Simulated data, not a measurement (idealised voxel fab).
Herein follows the process module entitled voxel self aligned contacts.
Section cut is 190 nm wide and gridded with 5 nm square cells.
How to read a cross-section here: the picture is a grid of square cells, written as bands going from the top down, and any band can span one or more rows of cells.
The band entry comprises the height of the band's top followed by the height of its bottom, expressed in nm, and subsequently the band's materials from left to right, each stated together with its width in nm. Where a single material is marked with the word "throughout", that material fills the band from edge to edge. The word "blank" represents empty space.
For the purposes of this specification, 0 denotes the height below which the wafer in its as-received condition is composed wholly of one material, and the lowermost band, lacking a lower limit, extends downward without end, as expressed in "0 down".
Note: "30..40" means the width goes from the first number (top row of the band) to the second number (bottom row) in equal steps per row of cells.
"no modifications" -> step changed no cross-section cell.
Enclosed voids (no open way to top), threshold 8 cells or more, entry "Completely sealed voids", notation width x height at distance, distance from left edge, nm.
Note: text after step settings on the step line = simulator remark on that step.
A step's line can hold "overlay nm"; with a mask on that step, the setting says how far right of the planned place the mask lay, while a negative setting says it lay to the left.

[Here's what the planned process steps look like]
| 1 | RECEIVE, material Si |
| 2 | OXIDIZE, depth nm 5 |
| 3 | DIRECTIONAL_DEP, material polySi, thk nm 25 |
| 4 | DIRECTIONAL_DEP, material SiN, thk nm 25 |
| 5 | PATTERN, tone cover, mask id GATE, material resist, width nm 25, pitch nm 60, thk nm 20, overlay nm 0 |
| 6 | DIRECTIONAL_ETCH, etch materials SiN, depth nm 25 |
| 7 | DIRECTIONAL_ETCH, etch materials polySi, depth nm 25 |
| 8 | STRIP, etch materials resist |
| 9 | CONFORMAL_DEP, material SiN, thk nm 10 |
| 10 | DIRECTIONAL_ETCH, etch materials SiN, depth nm 10 |
| 11 | FILL_DEP, material SiO2, thk nm 20 |
| 12 | CMP, height nm 60 |
| 13 | DIRECTIONAL_DEP, material aC, thk nm 10 |
| 14 | PATTERN, tone open, mask id CONTACT, material resist, width nm 45, thk nm 25, overlay nm 0 |
| 15 | DIRECTIONAL_ETCH, etch materials aC, depth nm 10 |
| 16 | STRIP, etch materials resist |
| 17 | DIRECTIONAL_ETCH, etch materials SiO2, depth nm 65 |
| 18 | STRIP, etch materials aC |
| 19 | CONFORMAL_DEP, material TiN, thk nm 5 |
| 20 | FILL_DEP, material Ru, thk nm 10 |
| 21 | CMP, height nm 60 |
| 22 | CONFORMAL_DEP, material SiCN, thk nm 5 |

[as received, after step 1]
> 0 down: Si throughout
> Completely sealed voids: none

[Final wafer profile in cross-section after the module, from the same start and plan as above, with one mistake made during processing]
> 65 to 60: SiCN throughout
> 60 to 50: 70 SiO2; 5..20 TiN; 35..5 Ru; 5..20 TiN; 75 SiO2
> 50 to 25: 40 SiO2; 45 SiN; 5 TiN; 5 Ru; 5 TiN; 45 SiN; 45 SiO2
> 25 to 20: 85 SiO2; 15 TiN; 90 SiO2
> 20 to 0: polySi throughout
> 0 down: Si throughout
> Completely sealed voids: none
In executing the process, a mistake was made relative to the plan: steps 2 and 3 of the plan were each performed in the slot designated for the other
